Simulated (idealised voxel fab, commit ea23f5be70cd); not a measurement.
process module | voxel gate over fins
cross-section cut | 250 nm wide | cells 5 nm
A cross-section is a grid of square cells, given in bands from the top down. A band is one or more rows of cells.
Each band's line starts with the height of the band's top and of its bottom, in nm. Then come its materials from left to right, each with its width in nm. One material with "throughout" fills the band from edge to edge. "air" is empty space.
Height 0 is the level under which the wafer as received is all one material. The lowest band goes on downwards, as in "0 down".
A width such as "30 to 40" changes by the same amount from each row of cells to the next, from the band's top row to its bottom row.
"no change" after a step means that no cell of the cross-section changed.
closed voids: empty space of 8 cells or more with no open way to the top, each as width x height at its distance from the left edge, in nm
after a step's settings: what the simulator itself notes on the step
overlay nm, on a step with a mask: how far to the right of its planned place the mask lay; to the left if negative
plan
1 op RECEIVE | material Si
2 op CONFORMAL_DEP | material SiN | thk nm 5
3 op MASKED_ETCH | tone cover | mask id FINS | width nm 15 | pitch nm 35 | etch materials SiN | depth nm 5 | overlay nm 0
4 op MASKED_ETCH | tone cover | mask id FINS | width nm 15 | pitch nm 35 | etch materials Si | depth nm 40 | overlay nm 0
5 op FILL_DEP | material SiO2 | thk nm 15
6 op CMP | height nm 5
7 op SELECTIVE_ETCH | etch materials SiO2 | depth nm 15
8 op STRIP | etch materials SiN
9 op CONFORMAL_DEP | material HfO2 | thk nm 5
10 op CONFORMAL_DEP | material TiN | thk nm 5
11 op FILL_DEP | material W | thk nm 10
12 op CMP | height nm 15
13 op CONFORMAL_DEP | material SiN | thk nm 5
as received, after step 1
  0 down: Si throughout
  closed voids: none
a wafer at the end: this start, this plan, one mistake
  20 to 15: SiN throughout
  15 to 10: W throughout
  10 to 5: W 90 | TiN 70 | W 90
  5 to 0: W 90 | TiN 5 | HfO2 25 | TiN 10 | HfO2 25 | TiN 5 | W 90
  0 to -15: W 90 | TiN 5 | HfO2 5 | Si 15 | HfO2 5 | TiN 10 | HfO2 5 | Si 15 | HfO2 5 | TiN 5 | W 90
  -15 to -20: TiN 95 | HfO2 5 | Si 15 | HfO2 5 | TiN 10 | HfO2 5 | Si 15 | HfO2 5 | TiN 95
  -20 to -25: HfO2 100 | Si 15 | HfO2 20 | Si 15 | HfO2 100
  -25 to -40: SiO2 100 | Si 15 | SiO2 20 | Si 15 | SiO2 100
  -40 down: Si throughout
  closed voids: none
what went wrong: step 7 was run twice
